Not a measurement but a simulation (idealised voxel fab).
A process module follows: voxel double patterning.
FYI the section here is cut, 265 nm wide, cells are 5 nm squares.
A cross-section is written here as square cells arranged in a grid, and it is given in bands from the top down, each band taking up one or more rows of cells. The band entry comprises the height of the band's top followed by the height of its bottom, expressed in nm, and subsequently the band's materials from left to right, each stated together with its width in nm. Where a single material is marked with the word "full width", that material fills the band from edge to edge. The word "blank" represents empty space. The level at which height equals 0 is the one under which the wafer, as it arrives, is entirely one material. No lower edge exists for the bottom band, which continues downward and is notated as in "0 nm and below". A width such as "30..40" changes by the same amount from each row of cells to the next, from the band's top row to its bottom row. Key: "identical to before" - step with no changed cell in the cross-section. "Fully sealed voids" enumerates empty spaces isolated from the top, with no open way to it, that contain at least 8 cells, giving each as width x height at distance from the left edge, all three in nm. Note: text after step settings on the step line = simulator remark on that step. On any step carrying a mask, the "overlay nm" setting, if present on the step's line, tells how far right of its planned place the mask lay; negative values point to the left.
The steps planned for the process are as follows
- 1: RECEIVE,material Si
- 2: CONFORMAL_DEP,material SiO2,thk nm 10
- 3: DIRECTIONAL_DEP,material polySi,thk nm 20
- 4: DIRECTIONAL_DEP,material SiCN,thk nm 5
- 5: DIRECTIONAL_DEP,material aC,thk nm 15
- 6: PATTERN,tone open,mask id FIRST,material resist,width nm 15,pitch nm 50,thk nm 35,overlay nm 0
- 7: DIRECTIONAL_ETCH,etch materials aC,depth nm 15
- 8: STRIP,etch materials resist
- 9: DIRECTIONAL_ETCH,etch materials SiCN,depth nm 5
- 10: STRIP,etch materials aC
- 11: PATTERN,tone open,mask id SECOND,material resist,width nm 15,thk nm 20,overlay nm 0
- 12: DIRECTIONAL_ETCH,etch materials SiCN,depth nm 5
- 13: STRIP,etch materials resist
- 14: DIRECTIONAL_ETCH,etch materials polySi,depth nm 20
- 15: STRIP,etch materials SiCN
As received (post step 1): cross-section
- 0 nm and below  Si full width
- Fully sealed voids: none
End-of-module cross-section. Starting structure and process plan as above; one mistake made in running it
- 20 nm to 0 nm  100 nm polySi  15 nm blank  10 nm polySi  15 nm blank  10 nm polySi  15 nm blank  100 nm polySi
- 0 nm and below  Si full width
- Fully sealed voids: none
Nonconformance to the process plan: heads up, step 2 of the plan was skipped and never actually ran
